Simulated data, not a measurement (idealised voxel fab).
The following is a process module called voxel self aligned vias.
For reference, the cross-section in this document is cut, with width 235 nm and square cells of 5 nm.
Reading order for cross-sections: top band down to bottom band. Underlying form: a grid of square cells. Band size: one or more rows of cells.
It is stipulated that each band's entry specify, in nanometres, the height of the top of the band and then that of its bottom, followed by the materials of the band in left-to-right sequence, each together with its width in nanometres. A single material marked by the word "throughout" is understood to fill the band from edge to edge; the word "air" is understood to denote empty space.
For the purposes of this specification, 0 denotes the height below which the wafer in its as-received condition is composed wholly of one material, and the lowermost band, lacking a lower limit, extends downward without end, as expressed in "top 0, no bottom".
A width given as "30..40" starts at the first number in the band's top row and ends at the second number in its bottom row, shifting by an equal amount at every step from row to row.
Step note "left unchanged" = no cross-section cell changed.
For the entry "Sealed void list", the listed items are empty spaces with no open way to the top whose size is 8 cells or more; each item follows the pattern width x height at distance, where distance is from the left edge and all three are in nm.
Where a step's line continues beyond its settings, the continuation is a remark by the simulator itself on that step.
overlay nm: mask offset rightward from planned place, masked step; negative means leftward offset.

Listed below are the process steps as planned:
1. RECEIVE (material Si)
2. CONFORMAL_DEP (material SiO2; thk nm 10)
3. CONFORMAL_DEP (material SiCN; thk nm 5)
4. DIRECTIONAL_DEP (material lowk; thk nm 25)
5. DIRECTIONAL_DEP (material aC; thk nm 15)
6. PATTERN (tone open; mask id LINES; material resist; width nm 20; pitch nm 50; thk nm 35; overlay nm 0)
7. DIRECTIONAL_ETCH (etch materials aC; depth nm 15)
8. STRIP (etch materials resist)
9. DIRECTIONAL_ETCH (etch materials lowk; depth nm 25)
10. STRIP (etch materials aC)
11. CONFORMAL_DEP (material TiN; thk nm 5)
12. FILL_DEP (material Ru; thk nm 5)
13. CMP (height nm 40)
14. SELECTIVE_ETCH (etch materials W Ru TiN; depth nm 5)
15. FILL_DEP (material SiN; thk nm 5)
16. CMP (height nm 40)
17. DIRECTIONAL_DEP (material lowk; thk nm 20)
18. DIRECTIONAL_DEP (material aC; thk nm 15)
19. PATTERN (tone open; mask id VIAS; material resist; width nm 30; thk nm 30; overlay nm 0)
20. DIRECTIONAL_ETCH (etch materials aC; depth nm 15)
21. STRIP (etch materials resist)
22. DIRECTIONAL_ETCH (etch materials lowk; depth nm 20)
23. DIRECTIONAL_ETCH (etch materials SiN; depth nm 5)
24. STRIP (etch materials aC)
25. CONFORMAL_DEP (material TiN; thk nm 5)
26. FILL_DEP (material Ru; thk nm 5)
27. CMP (height nm 60)
28. CONFORMAL_DEP (material SiCN; thk nm 5)

The cross-section here shows the wafer as received, i.e. in its state after step 1:
> top 0, no bottom: Si throughout
> Sealed void list: none

Cross-sectional image of the first of two wafers at the end of the module, the run having proceeded as planned:
> top 65, bottom 60: SiCN throughout
> top 60, bottom 45: lowk=75 | TiN=5 | Ru=20 | TiN=5 | lowk=130
> top 45, bottom 40: lowk=75 | TiN=10 | Ru=10 | TiN=10 | lowk=130
> top 40, bottom 35: lowk=80 | TiN=20 | lowk=30 | SiN=20 | lowk=85
> top 35, bottom 20: lowk=80 | TiN=5 | Ru=10 | TiN=5 | lowk=30 | TiN=5 | Ru=10 | TiN=5 | lowk=85
> top 20, bottom 15: lowk=80 | TiN=20 | lowk=30 | TiN=20 | lowk=85
> top 15, bottom 10: SiCN throughout
> top 10, bottom 0: SiO2 throughout
> top 0, no bottom: Si throughout
> Sealed void list: none

Wafer two, end of module, cross-section. Same start, same plan as wafer one. One mistake in the run:
> top 65, bottom 60: SiCN throughout
> top 60, bottom 45: Ru=70 | TiN=5 | lowk=30 | TiN=5 | Ru=125
> top 45, bottom 40: TiN=75 | lowk=30 | TiN=30 | Ru=10 | TiN=90
> top 40, bottom 35: lowk=80 | SiN=20 | lowk=30 | TiN=20 | lowk=85
> top 35, bottom 20: lowk=80 | TiN=5 | Ru=10 | TiN=5 | lowk=30 | TiN=5 | Ru=10 | TiN=5 | lowk=85
> top 20, bottom 15: lowk=80 | TiN=20 | lowk=30 | TiN=20 | lowk=85
> top 15, bottom 10: SiCN throughout
> top 10, bottom 0: SiO2 throughout
> top 0, no bottom: Si throughout
> Sealed void list: none
Nonconformance to the process plan: it should be noted that step 19 was executed with settings other than those planned, the operation and settings actually applied being PATTERN (tone cover; mask id VIAS; material resist; width nm 30; thk nm 30; overlay nm 0)
The final cell counts differ between the wafers, with the second having more or fewer of some materials than the first: Ru: 105 more | TiN: 35 more | lowk: 140 fewer
